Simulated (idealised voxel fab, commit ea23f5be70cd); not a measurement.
Name of the process module below: voxel gate over fins
Square cell edge 5 nm, section width 300 nm, ID cut.
We lay out every cross-section as a grid of square cells and spell it out in bands from the top down, where one band means one or more rows of cells.
Read a band's entry like this: the first values are the height of its top and the height of its bottom in nm, and what follows is the sequence of materials from left to right, each with its width in nm. Note that "empty" is empty space, and that a single material marked "throughout" reaches across the band from edge to edge.
The reference from which all heights are counted is 0, the level beneath which the as-received wafer is entirely one material; the lowest band, having no lower bound, proceeds downward and is written after the example "0 nm and below".
It should be noted that a width expressed as "30 to 40" varies in equal increments from row to row of cells within the band, taking the value of the first number at the top row and that of the second number at the bottom row.
Key: "everything unchanged" - step with no changed cell in the cross-section.
"Completely sealed voids" - sealed voids, min. 8 cells, no opening to top; format: width x height at distance (distance from left edge; nm throughout).
Step line, after settings: the simulator's comment on this step.
For masked steps, "overlay nm" on the step line gives how far right of plan the mask actually lay; a minus sign means it lay to the left.

[Planned process steps]
| 1 | RECEIVE: material Si |
| 2 | CONFORMAL_DEP: material SiN, thk nm 5 |
| 3 | MASKED_ETCH: tone cover, mask id FINS, width nm 15, pitch nm 55, etch materials SiN, depth nm 5, overlay nm 0 |
| 4 | MASKED_ETCH: tone cover, mask id FINS, width nm 15, pitch nm 55, etch materials Si, depth nm 40, overlay nm 0 |
| 5 | OXIDIZE: depth nm 5 |
| 6 | FILL_DEP: material SiO2, thk nm 10 |
| 7 | CMP: height nm 5 |
| 8 | DIRECTIONAL_DEP: material aC, thk nm 10 |
| 9 | PATTERN: tone open, mask id RAIL, material resist, width nm 15, thk nm 25, overlay nm 0 |
| 10 | DIRECTIONAL_ETCH: etch materials aC, depth nm 10 |
| 11 | STRIP: etch materials resist |
| 12 | DIRECTIONAL_ETCH: etch materials SiO2, depth nm 40 |
| 13 | STRIP: etch materials aC |
| 14 | CONFORMAL_DEP: material TiN, thk nm 5 |
| 15 | FILL_DEP: material W, thk nm 10 |
| 16 | CMP: height nm 5 |
| 17 | SELECTIVE_ETCH: etch materials W Ru TiN, depth nm 25 |
| 18 | FILL_DEP: material SiO2, thk nm 5 |
| 19 | CMP: height nm 5 |
| 20 | SELECTIVE_ETCH: etch materials SiO2, depth nm 15 |
| 21 | STRIP: etch materials SiN |
| 22 | CONFORMAL_DEP: material HfO2, thk nm 5 |
| 23 | CONFORMAL_DEP: material TiN, thk nm 5 |
| 24 | CONFORMAL_DEP: material TiAl, thk nm 5 |
| 25 | CONFORMAL_DEP: material TiN, thk nm 5 |
| 26 | FILL_DEP: material W, thk nm 15 |
| 27 | CMP: height nm 30 |
| 28 | CONFORMAL_DEP: material SiN, thk nm 5 |

[Here's what the wafer looked like in cross-section when it arrived - that's after step 1]
	0 nm and below | Si throughout
	Completely sealed voids: none

[Looking at the first of two wafers in cross-section at end of module - ran to plan]
	35 nm to 30 nm | SiN throughout
	30 nm to 20 nm | W throughout
	20 nm to 15 nm | 45 W, 45 TiN, 10 W, 45 TiN, 10 W, 45 TiN, 10 W, 45 TiN, 45 W
	15 nm to 10 nm | 45 W, 5 TiN, 35 TiAl, 5 TiN, 10 W, 5 TiN, 35 TiAl, 5 TiN, 10 W, 5 TiN, 35 TiAl, 5 TiN, 10 W, 5 TiN, 35 TiAl, 5 TiN, 45 W
	10 nm to 5 nm | 50 TiN, 5 TiAl, 25 TiN, 5 TiAl, 20 TiN, 5 TiAl, 25 TiN, 5 TiAl, 20 TiN, 5 TiAl, 25 TiN, 5 TiAl, 20 TiN, 5 TiAl, 25 TiN, 5 TiAl, 50 TiN
	5 nm to 0 nm | 55 TiAl, 5 TiN, 15 HfO2, 5 TiN, 30 TiAl, 5 TiN, 15 HfO2, 5 TiN, 30 TiAl, 5 TiN, 15 HfO2, 5 TiN, 30 TiAl, 5 TiN, 15 HfO2, 5 TiN, 55 TiAl
	0 nm to -5 nm | 60 TiN, 5 HfO2, 5 Si, 5 HfO2, 40 TiN, 5 HfO2, 5 Si, 5 HfO2, 40 TiN, 5 HfO2, 5 Si, 5 HfO2, 40 TiN, 5 HfO2, 5 Si, 5 HfO2, 60 TiN
	-5 nm to -10 nm | 65 HfO2, 5 Si, 50 HfO2, 5 Si, 50 HfO2, 5 Si, 50 HfO2, 5 Si, 65 HfO2
	-10 nm to -20 nm | 65 SiO2, 5 Si, 50 SiO2, 5 Si, 50 SiO2, 5 Si, 50 SiO2, 5 Si, 65 SiO2
	-20 nm to -30 nm | 65 SiO2, 5 Si, 15 SiO2, 5 TiN, 5 W, 5 TiN, 20 SiO2, 5 Si, 50 SiO2, 5 Si, 50 SiO2, 5 Si, 65 SiO2
	-30 nm to -35 nm | 65 SiO2, 5 Si, 15 SiO2, 15 TiN, 20 SiO2, 5 Si, 50 SiO2, 5 Si, 50 SiO2, 5 Si, 65 SiO2
	-35 nm to -45 nm | 65 SiO2, 5 Si, 50 SiO2, 5 Si, 50 SiO2, 5 Si, 50 SiO2, 5 Si, 65 SiO2
	-45 nm and below | Si throughout
	Completely sealed voids: none

[What the second wafer looks like in cross-section once the module is done. Its start and its plan matched the first wafer's exactly; what differed was one mistake in how it was run]
	35 nm to 30 nm | SiN throughout
	30 nm to 25 nm | 35 W, 230 TiN, 35 W
	25 nm to 20 nm | 35 W, 5 TiN, 220 TiAl, 5 TiN, 35 W
	20 nm to 15 nm | 40 TiN, 5 TiAl, 45 TiN, 10 TiAl, 45 TiN, 10 TiAl, 45 TiN, 10 TiAl, 45 TiN, 5 TiAl, 40 TiN
	15 nm to 10 nm | 45 TiAl, 45 TiN, 10 TiAl, 45 TiN, 10 TiAl, 45 TiN, 10 TiAl, 45 TiN, 45 TiAl
	10 nm to 5 nm | TiN throughout
	5 nm to 0 nm | 60 TiN, 15 HfO2, 40 TiN, 15 HfO2, 40 TiN, 15 HfO2, 40 TiN, 15 HfO2, 60 TiN
	0 nm to -5 nm | 60 TiN, 5 HfO2, 5 Si, 5 HfO2, 40 TiN, 5 HfO2, 5 Si, 5 HfO2, 40 TiN, 5 HfO2, 5 Si, 5 HfO2, 40 TiN, 5 HfO2, 5 Si, 5 HfO2, 60 TiN
	-5 nm to -10 nm | 65 HfO2, 5 Si, 50 HfO2, 5 Si, 50 HfO2, 5 Si, 50 HfO2, 5 Si, 65 HfO2
	-10 nm to -20 nm | 65 SiO2, 5 Si, 50 SiO2, 5 Si, 50 SiO2, 5 Si, 50 SiO2, 5 Si, 65 SiO2
	-20 nm to -30 nm | 65 SiO2, 5 Si, 15 SiO2, 5 TiN, 5 W, 5 TiN, 20 SiO2, 5 Si, 50 SiO2, 5 Si, 50 SiO2, 5 Si, 65 SiO2
	-30 nm to -35 nm | 65 SiO2, 5 Si, 15 SiO2, 15 TiN, 20 SiO2, 5 Si, 50 SiO2, 5 Si, 50 SiO2, 5 Si, 65 SiO2
	-35 nm to -45 nm | 65 SiO2, 5 Si, 50 SiO2, 5 Si, 50 SiO2, 5 Si, 50 SiO2, 5 Si, 65 SiO2
	-45 nm and below | Si throughout
	Completely sealed voids: none
Diagnosis: note that step 23 departed from the planned setting and was carried out as CONFORMAL_DEP: material TiN, thk nm 15
Cell-count delta at end, second wafer over first, by material: TiN: 140 more, W: 140 fewer
